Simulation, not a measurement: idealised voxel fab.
The process module presented herein is designated voxel released beams.
The cross-section shown here is cut; it is 160 nm wide and divided into square cells measuring 5 nm on a side.
Cross-section, as written here: a square-cell grid given band by band from the top down, where a band holds one or more rows of cells.
Look at the band entry: it leads with the top's height and the bottom's height in nm. Then it lists the materials left to right, with a width in nm for each. The word "full width" on a single material says that material fills the band edge to edge. The word "air" is empty space.
Basically, 0 is our baseline, since under it the wafer straight out of the box is all one material. The bottom band has no lower end and keeps on going down, so it looks like "0 nm and below".
A width given as "30..40" starts at the first number in the band's top row and ends at the second number in its bottom row, shifting by an equal amount at every step from row to row.
Given "changes: none" for a step, no cell of the cross-section differs between before and after that step.
Look at "Enclosed void list" for the closed voids: empty spaces with no open path to the top, sized 8 cells or up. Each is width x height at distance, distance from the left edge, all nm.
Note: text after step settings on the step line = simulator remark on that step.
"overlay nm", when on a step's line for a step with a mask, measures how far to the right of its planned place the mask lay; a negative measure means to the left.
Below is the list of planned process steps:
1) RECEIVE, material Si
2) CONFORMAL_DEP, material SiN, thk nm 10
3) DIRECTIONAL_DEP, material SiO2, thk nm 15
4) PATTERN, tone open, mask id ANCHOR, material resist, width nm 40, thk nm 20, overlay nm 0
5) DIRECTIONAL_ETCH, etch materials SiO2, depth nm 15
6) STRIP, etch materials resist
7) CONFORMAL_DEP, material TiN, thk nm 15
8) PATTERN, tone cover, mask id BEAM, material resist, width nm 90, thk nm 15, overlay nm 0
9) DIRECTIONAL_ETCH, etch materials TiN, depth nm 15
10) STRIP, etch materials resist
11) STRIP, etch materials SiO2
What follows covers the first of two wafers; it ran as planned:
Wafer as received: cross-section following step 1:
0 nm and below: Si full width
Enclosed void list: none
Presented here is a cross-section of the wafer after step 2 has been performed:
10 nm to 0 nm: SiN full width
Everything under 0 stays put, no change at all.
Presented here is a cross-section of the wafer after step 3 has been performed:
25 nm to 10 nm: SiO2 full width
Everything under 10 stays put, no change at all.
Presented here is a cross-section of the wafer after step 4 has been performed:
45 nm to 25 nm: resist (35), air (40), resist (85)
Everything under 25 stays put, no change at all.
Presented here is a cross-section of the wafer after step 5 has been performed:
45 nm to 25 nm: resist (35), air (40), resist (85)
25 nm to 10 nm: SiO2 (35), air (40), SiO2 (85)
Everything under 10 stays put, no change at all.
Presented here is a cross-section of the wafer after step 6 has been performed:
25 nm to 10 nm: SiO2 (35), air (40), SiO2 (85)
Everything under 10 stays put, no change at all.
Presented here is a cross-section of the wafer after step 7 has been performed:
40 nm to 25 nm: TiN (50), air (10), TiN (100)
25 nm to 10 nm: SiO2 (35), TiN (40), SiO2 (85)
Everything under 10 stays put, no change at all.
Presented here is a cross-section of the wafer after step 8 has been performed:
55 nm to 40 nm: air (30), resist (90), air (40)
40 nm to 25 nm: TiN (50), resist (10), TiN (100)
Everything under 25 stays put, no change at all.
Presented here is a cross-section of the wafer after step 9 has been performed:
55 nm to 40 nm: air (30), resist (90), air (40)
40 nm to 25 nm: air (30), TiN (20), resist (10), TiN (60), air (40)
Everything under 25 stays put, no change at all.
Presented here is a cross-section of the wafer after step 10 has been performed:
40 nm to 25 nm: air (30), TiN (20), air (10), TiN (60), air (40)
Everything under 25 stays put, no change at all.
Presented here is a cross-section of the wafer after step 11 has been performed:
40 nm to 25 nm: air (30), TiN (20), air (10), TiN (60), air (40)
25 nm to 10 nm: air (35), TiN (40), air (85)
Everything under 10 stays put, no change at all.
Wafer two. Identical start, identical plan. One mistake in execution. Identical history through step 8:
Cross-section of the second wafer at the time step 9 of the plan should have ended:
55 nm to 40 nm: air (30), resist (90), air (40)
40 nm to 30 nm: air (30), TiN (20), resist (10), TiN (60), air (40)
Everything under 30 stays put, no change at all.
Cross-section of the second wafer at the time step 10 of the plan should have ended:
40 nm to 30 nm: air (30), TiN (20), air (10), TiN (60), air (40)
30 nm to 25 nm: TiN (50), air (10), TiN (100)
Everything under 25 stays put, no change at all.
Cross-section of the second wafer at the time step 11 of the plan should have ended: changes: none
What was the processing mistake? for step 9, the planned setting was not used; the step was instead run as DIRECTIONAL_ETCH, etch materials TiN, depth nm 10
Heads up, by the end the second wafer has more or fewer cells of some materials compared to the first: SiO2: 72 more | TiN: 14 more
